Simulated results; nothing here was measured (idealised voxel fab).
Module name: voxel released beams (process module)
Section shown: cut. Width: 165 nm. Cell size: 5 nm, square.
How to read a cross-section here: the picture is a grid of square cells, written as bands going from the top down, and any band can span one or more rows of cells.
For a band, the entry starts with two heights in nm, that of the top and then that of the bottom, and carries on with the band's materials in order from left to right, each alongside its width in nm; the word "edge to edge" beside a single material means it fills the band edge to edge, and "blank" means empty space.
We count height from 0. Below that, the starting wafer is all one material. The lowest band never ends at the bottom but goes on down; see "0 nm and below" for how that is written.
When a width is written as two numbers, as in "30 to 40", the first number is the width in the top row of cells of the band and the second is the width in its bottom row, and the width changes by the same amount from each row to the next.
"no modification", as given for a step, is the statement that not any cell of the cross-section underwent a change during that step.
"Sealed cavities" means: voids of 8 cells or more that are shut off from the top with no open way through. Written width x height at distance, distance from the left edge, in nm.
Read whatever lies past the settings on a step's line as the simulator's own remark about the step.
overlay nm: right-of-plan distance of the mask on a masked step; negative values mean left-of-plan.
-- Process steps - plan
1: op RECEIVE | material Si
2: op CONFORMAL_DEP | material SiN | thk nm 5
3: op DIRECTIONAL_DEP | material SiO2 | thk nm 20
4: op DIRECTIONAL_DEP | material aC | thk nm 15
5: op PATTERN | tone open | mask id ANCHOR | material resist | width nm 30 | thk nm 30 | overlay nm 0
6: op DIRECTIONAL_ETCH | etch materials aC | depth nm 15
7: op STRIP | etch materials resist
8: op DIRECTIONAL_ETCH | etch materials SiO2 | depth nm 10
9: op STRIP | etch materials aC
10: op CONFORMAL_DEP | material polySi | thk nm 10
11: op PATTERN | tone cover | mask id BEAM | material resist | width nm 75 | thk nm 15 | overlay nm 0
12: op DIRECTIONAL_ETCH | etch materials polySi | depth nm 10
13: op STRIP | etch materials resist
14: op STRIP | etch materials SiO2
Heads up: all these wafers start the same, and what changes between them is the depth nm in step 8. The value you see in the plan is just what the first wafer got.
-- first wafer as received, after step 1
	0 nm and below  Si edge to edge
	Sealed cavities: none
-- After the module's final step, step 14: the first of several wafers in cross-section
	5 nm to 0 nm  SiN edge to edge
	0 nm and below  Si edge to edge
	Sealed cavities: none
-- Cross-section, module end, final of several wafers
	35 nm to 25 nm  40 blank / 15 polySi / 10 blank / 50 polySi / 50 blank
	25 nm to 15 nm  45 blank / 10 polySi / 10 blank / 10 polySi / 90 blank
	15 nm to 5 nm  45 blank / 30 polySi / 90 blank
	5 nm to 0 nm  SiN edge to edge
	0 nm and below  Si edge to edge
	Sealed cavities: none
-- Take any row and you have a wafer at the end of the module: how many cells of each material it has gained (+) or lost (-) since it was received, and then its closed voids
depth nm 10 | +33 SiN | Sealed cavities: none
depth nm 15 | +33 SiN | Sealed cavities: none
depth nm 20 | +33 SiN | +46 polySi | Sealed cavities: none
depth nm 25 | +33 SiN | +46 polySi | Sealed cavities: none
depth nm 30 | +33 SiN | +46 polySi | Sealed cavities: none
depth nm 35 | +33 SiN | +46 polySi | Sealed cavities: none
